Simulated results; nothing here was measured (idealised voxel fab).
This section sets out a process module, namely voxel ribs on slabs.
Cross-sectional view cut (width: 220 nm; square cell size: 5 nm).
This document writes a cross-section as a grid whose cells are square, and gives it as bands, listed from the top down; one or more rows of cells form a band. It is stipulated that each band's entry specify, in nanometres, the height of the top of the band and then that of its bottom, followed by the materials of the band in left-to-right sequence, each together with its width in nanometres. A single material marked by the word "all across" is understood to fill the band from edge to edge; the word "empty" is understood to denote empty space. Heights are expressed relative to 0, this being the level below which the as-received wafer comprises one material exclusively. The lowest band is unbounded in the downward direction and is denoted as in "0 and below". The notation "30 to 40" denotes a width that varies across the rows of cells in the band, beginning at the first number in the top row, finishing at the second number in the bottom row, and changing by an identical amount from each row to the next. No cell of the cross-section changed in a step that is given as "nothing was modified". Look at "Fully enclosed voids" for the closed voids: empty spaces with no open path to the top, sized 8 cells or up. Each is width x height at distance, distance from the left edge, all nm. Heads up: the bit after the settings on a step's line is the simulator's remark on that step. The "overlay nm" setting may appear on a step's line; for a step that uses a mask, it gives how far to the right of its planned position the mask lay, and a negative value indicates the left.

Listed below are the process steps as planned:
1. op RECEIVE | material Si
2. op DIRECTIONAL_DEP | material SiO2 | thk nm 30
3. op DIRECTIONAL_DEP | material polySi | thk nm 15
4. op PATTERN | tone cover | mask id RIB | material resist | width nm 20 | thk nm 15 | overlay nm 0
5. op DIRECTIONAL_ETCH | etch materials polySi | depth nm 10
6. op STRIP | etch materials resist
7. op MASKED_ETCH | tone cover | mask id SLAB | width nm 70 | etch materials polySi | depth nm 5 | overlay nm 0
8. op FILL_DEP | material SiO2 | thk nm 15
9. op CMP | height nm 55
10. op DIRECTIONAL_DEP | material TiN | thk nm 5
11. op DIRECTIONAL_DEP | material aC | thk nm 15
12. op PATTERN | tone cover | mask id HEATER | material resist | width nm 30 | thk nm 35 | overlay nm 0
13. op DIRECTIONAL_ETCH | etch materials aC | depth nm 15
14. op STRIP | etch materials resist
15. op DIRECTIONAL_ETCH | etch materials TiN | depth nm 5
16. op STRIP | etch materials aC
17. op CONFORMAL_DEP | material SiO2 | thk nm 5

Incoming wafer in cross-section (state: after step 1):
  0 and below | Si all across
  Fully enclosed voids: none

Module complete - cross-section of the first of two wafers, run according to plan:
  65 down to 60 | empty (90) / SiO2 (40) / empty (90)
  60 down to 55 | SiO2 (95) / TiN (30) / SiO2 (95)
  55 down to 45 | SiO2 all across
  45 down to 35 | SiO2 (100) / polySi (20) / SiO2 (100)
  35 down to 30 | SiO2 (75) / polySi (70) / SiO2 (75)
  30 down to 0 | SiO2 all across
  0 and below | Si all across
  Fully enclosed voids: none

Cross-sectional view of the second of two wafers upon completion of the module. This wafer shared its starting condition and process plan with the first; one error was made during its execution:
  65 down to 60 | empty (90) / SiO2 (40) / empty (90)
  60 down to 55 | SiO2 (95) / TiN (30) / SiO2 (95)
  55 down to 45 | SiO2 (100 to 75) / polySi (20 to 70) / SiO2 (100 to 75)
  45 down to 30 | polySi all across
  30 down to 0 | SiO2 all across
  0 and below | Si all across
  Fully enclosed voids: none
What was done differently from what was planned? plan step 3 ran twice
Once processing is complete, comparing cell counts shows that the second wafer has more or fewer of certain materials than the first: SiO2: 128 fewer, polySi: 128 more
